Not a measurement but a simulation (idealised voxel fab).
Herein follows the process module entitled voxel gate over fins.
The cross-section shown here is cut; it is 150 nm wide and divided into square cells measuring 5 nm on a side.
A cross-section in this document is a grid of square cells, and it is written down as bands, the top band listed before the ones below it; a band is made up of one or more rows of cells.
In this notation a band is specified by the heights of its top and bottom, in that order and in nm, after which its materials appear from left to right, each paired with its width in nm. The word "edge to edge" attached to a single material means that material fills the band from edge to edge; the word "empty" stands for empty space.
For the purposes of this specification, 0 denotes the height below which the wafer in its as-received condition is composed wholly of one material, and the lowermost band, lacking a lower limit, extends downward without end, as expressed in "z 0 and below".
With a width like "30->40", each row of cells in the band differs from the next by the same amount, the top row carrying the first number and the bottom row the second.
It should be understood that the words "nothing was modified", when stated for a given step, signify that the cross-section underwent no change in any of its cells during that step.
In "Fully sealed cavities" the enclosed voids are listed, meaning empty spaces of 8 cells or larger without any opening to the top. The form is width x height at distance, distance from the left edge, units nm.
The remark found on a step's line after its settings is issued by the simulator itself and pertains to that step.
Regarding "overlay nm": on a step with a mask, it is the distance the mask lay to the right of its planned place; a negative value places it to the left.

### Listed below are the process steps as planned
1: RECEIVE | material Si
2: CONFORMAL_DEP | material SiN | thk nm 5
3: DIRECTIONAL_DEP | material aC | thk nm 10
4: PATTERN | tone cover | mask id FINS | material resist | width nm 15 | pitch nm 40 | thk nm 25 | overlay nm 0
5: DIRECTIONAL_ETCH | etch materials aC | depth nm 10
6: STRIP | etch materials resist
7: DIRECTIONAL_ETCH | etch materials SiN | depth nm 5
8: DIRECTIONAL_ETCH | etch materials Si | depth nm 30
9: STRIP | etch materials aC
10: FILL_DEP | material SiO2 | thk nm 10
11: CMP | height nm 5
12: SELECTIVE_ETCH | etch materials SiO2 | depth nm 5
13: STRIP | etch materials SiN
14: CONFORMAL_DEP | material HfO2 | thk nm 5
15: CONFORMAL_DEP | material TiN | thk nm 5
16: FILL_DEP | material W | thk nm 10
17: CMP | height nm 15
18: CONFORMAL_DEP | material SiN | thk nm 5
Quick note for whoever runs this: the wafers start identical, but the depth nm at step 12 isn't the same across them. The plan just shows what the first wafer had.

### As-received state after step 1, first of several wafers, cross-section
z 0 and below | Si edge to edge
Fully sealed cavities: none

### Every row in this table is a wafer at the end of the module, and it gives, for each of the materials, the cells that wafer has gained (+) or lost (-) since it was received, then its closed voids
depth nm 5, +30 HfO2, -144 Si, +30 SiN, +144 SiO2, +30 TiN, +30 W, Fully sealed cavities: none
depth nm 10, +34 HfO2, -144 Si, +30 SiN, +120 SiO2, +34 TiN, +46 W, Fully sealed cavities: none
depth nm 15, +38 HfO2, -144 Si, +30 SiN, +96 SiO2, +38 TiN, +62 W, Fully sealed cavities: none
depth nm 20, +42 HfO2, -144 Si, +30 SiN, +72 SiO2, +42 TiN, +78 W, Fully sealed cavities: none
depth nm 25, +46 HfO2, -144 Si, +30 SiN, +48 SiO2, +46 TiN, +94 W, Fully sealed cavities: none
depth nm 30, +50 HfO2, -144 Si, +30 SiN, +24 SiO2, +50 TiN, +110 W, Fully sealed cavities: none
